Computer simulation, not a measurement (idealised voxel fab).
Process module under the name voxel self aligned contacts
In the cross-section labelled cut, the width is 215 nm and each square cell is 5 nm.
Cross-section layout: square cells on a grid; listed as bands, top to bottom; a band spans one or more cell rows. Top height, bottom height, nm. Materials left to right, width each, nm. Single material + "everywhere" = fills band edge to edge. "blank" = empty. Convention: height 0 is the level below which the wafer, as received, is all one material. The lowest band does not terminate at the bottom but continues downward, represented as "z 0 and below". A width such as "30 to 40" changes by the same amount from each row of cells to the next, from the band's top row to its bottom row. Where a step carries "nothing changed", the cross-section came out of it unchanged, cell for cell. This entry, "Sealed void list", enumerates those empty regions of no fewer than 8 cells that possess no open connection to the top. Each region is reported in the form width x height at distance, the distance being taken from the left edge, with all three quantities expressed in nm. Anything after a step's settings on that line? It's the simulator's own note about the step. overlay nm: for a step with a mask, the amount by which the mask lay right of where it was planned; a negative amount means left of it.
## Listed below are the process steps as planned
step 1: RECEIVE with material Si
step 2: OXIDIZE with depth nm 5
step 3: DIRECTIONAL_DEP with material polySi, thk nm 25
step 4: DIRECTIONAL_DEP with material SiN, thk nm 15
step 5: PATTERN with tone cover, mask id GATE, material resist, width nm 35, pitch nm 65, thk nm 20, overlay nm 0
step 6: DIRECTIONAL_ETCH with etch materials SiN, depth nm 15
step 7: DIRECTIONAL_ETCH with etch materials polySi, depth nm 25
step 8: STRIP with etch materials resist
step 9: CONFORMAL_DEP with material SiN, thk nm 5
step 10: DIRECTIONAL_ETCH with etch materials SiN, depth nm 5
step 11: FILL_DEP with material SiO2, thk nm 15
step 12: CMP with height nm 45
step 13: MASKED_ETCH with tone open, mask id CONTACT, width nm 40, etch materials SiO2, depth nm 50, overlay nm 0
step 14: CONFORMAL_DEP with material TiN, thk nm 5
step 15: FILL_DEP with material Ru, thk nm 10
step 16: CMP with height nm 45
step 17: CONFORMAL_DEP with material SiCN, thk nm 5
## Cross-section of the wafer as it came to us, i.e., already through step 1
	z 0 and below | Si everywhere
	Sealed void list: none
## As-planned run: cross-section of the first of two wafers at end of module
	z 50 to 45 | SiCN everywhere
	z 45 to 40 | SiO2 85; TiN 15; Ru 10; TiN 15; SiO2 90
	z 40 to 25 | SiO2 50; SiN 45; TiN 5; Ru 10; TiN 5; SiN 45; SiO2 55
	z 25 to 0 | SiO2 50; SiN 5; polySi 35; SiN 5; TiN 5; Ru 10; TiN 5; SiN 5; polySi 35; SiN 5; SiO2 55
	z 0 to -5 | SiO2 95; TiN 20; SiO2 100
	z -5 and below | Si everywhere
	Sealed void list: none
## What the second wafer looks like in cross-section once the module is done. Its start and its plan matched the first wafer's exactly; what differed was one mistake in how it was run
	z 50 to 45 | SiCN everywhere
	z 45 to 40 | SiO2 80; TiN 20; Ru 10; TiN 20; SiO2 85
	z 40 to 25 | SiO2 50; SiN 45; TiN 5; Ru 10; TiN 5; SiN 45; SiO2 55
	z 25 to 0 | SiO2 50; SiN 5; polySi 35; SiN 5; TiN 5; Ru 10; TiN 5; SiN 5; polySi 35; SiN 5; SiO2 55
	z 0 to -5 | SiO2 95; TiN 20; SiO2 100
	z -5 and below | Si everywhere
	Sealed void list: none
Against the plan, the run slipped here: step 13 did not happen as planned, as run it was MASKED_ETCH with tone open, mask id CONTACT, width nm 50, etch materials SiO2, depth nm 50, overlay nm 0
at the end the second wafer has, in cells: SiO2: 2 fewer, TiN: 2 more
